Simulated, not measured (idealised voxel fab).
Process module name: voxel self aligned contacts
For reference, the cross-section in this document is cut, with width 155 nm and square cells of 5 nm.
Cross-section spec: square-cell grid; bands listed top down; each band is one or more rows.
Top height, bottom height, nm. Materials left to right, width each, nm. Single material + "everywhere" = fills band edge to edge. "empty" = empty.
Height reference: 0 = level under which incoming wafer is all one material. Lowest band: no bottom, runs on downward, e.g. "z 0 and below".
Width spec "30..40" -> top row of cells at first value, bottom row at second value, equal per-row change in between.
The cross-section has no changed cell in any step marked "no change occurred".
In "Enclosed internal cavities" the enclosed voids are listed, meaning empty spaces of 8 cells or larger without any opening to the top. The form is width x height at distance, distance from the left edge, units nm.
That trailing text on a step's line, after the settings, is the simulator's own remark on the step.
overlay nm: mask offset rightward from planned place, masked step; negative means leftward offset.
[Planned step list for the process]
1 RECEIVE, material Si
2 OXIDIZE, depth nm 5
3 DIRECTIONAL_DEP, material polySi, thk nm 20
4 DIRECTIONAL_DEP, material SiN, thk nm 25
5 MASKED_ETCH, tone cover, mask id GATE, width nm 35, pitch nm 75, etch materials SiN, depth nm 25, overlay nm 0
6 MASKED_ETCH, tone cover, mask id GATE, width nm 35, pitch nm 75, etch materials polySi, depth nm 20, overlay nm 0
7 CONFORMAL_DEP, material SiN, thk nm 10
8 DIRECTIONAL_ETCH, etch materials SiN, depth nm 10
9 FILL_DEP, material SiO2, thk nm 15
10 CMP, height nm 50
11 DIRECTIONAL_DEP, material aC, thk nm 10
12 PATTERN, tone open, mask id CONTACT, material resist, width nm 60, thk nm 25, overlay nm 0
13 DIRECTIONAL_ETCH, etch materials aC, depth nm 10
14 STRIP, etch materials resist
15 DIRECTIONAL_ETCH, etch materials SiO2, depth nm 55
16 STRIP, etch materials aC
17 CONFORMAL_DEP, material TiN, thk nm 5
18 FILL_DEP, material W, thk nm 5
19 CMP, height nm 50
20 CONFORMAL_DEP, material SiCN, thk nm 5
[Cross-section, incoming material, after step 1]
  z 0 and below | Si everywhere
  Enclosed internal cavities: none
[The first of the two wafers as seen in cross-section once the module was finished; processing followed the plan]
  z 55 to 50 | SiCN everywhere
  z 50 to 45 | SiO2 45, TiN 25, W 10, TiN 25, SiO2 50
  z 45 to 20 | SiO2 10, SiN 55, TiN 5, W 10, TiN 5, SiN 55, SiO2 15
  z 20 to 0 | SiO2 10, SiN 10, polySi 35, SiN 10, TiN 5, W 10, TiN 5, SiN 10, polySi 35, SiN 10, SiO2 15
  z 0 to -5 | SiO2 65, TiN 20, SiO2 70
  z -5 and below | Si everywhere
  Enclosed internal cavities: none
[Second wafer of the two, sectioned at the end of the module. It began like the first and followed the same plan, but one mistake was made while running it]
  z 55 to 50 | SiCN everywhere
  z 50 to 45 | SiO2 45, TiN 25, W 10, TiN 25, SiO2 50
  z 45 to 20 | SiO2 10, SiN 55, TiN 5, W 10, TiN 5, SiN 55, SiO2 15
  z 20 to 15 | SiO2 10, SiN 10, polySi 35, SiN 10, TiN 5, W 10, TiN 5, SiN 10, polySi 35, SiN 10, SiO2 15
  z 15 to 10 | SiO2 10, SiN 10, polySi 35, SiN 10, TiN 20, SiN 10, polySi 35, SiN 10, SiO2 15
  z 10 to 0 | SiN 20, polySi 35, SiN 40, polySi 35, SiN 25
  z 0 to -5 | SiO2 everywhere
  z -5 and below | Si everywhere
  Enclosed internal cavities: none
So what did we get wrong on this run? steps 7 and 8 run out of order (swapped)
Final tally in cells, some materials are higher or lower on the second wafer than on the first: SiN: 18 more | SiO2: 6 fewer | TiN: 6 fewer | W: 6 fewer
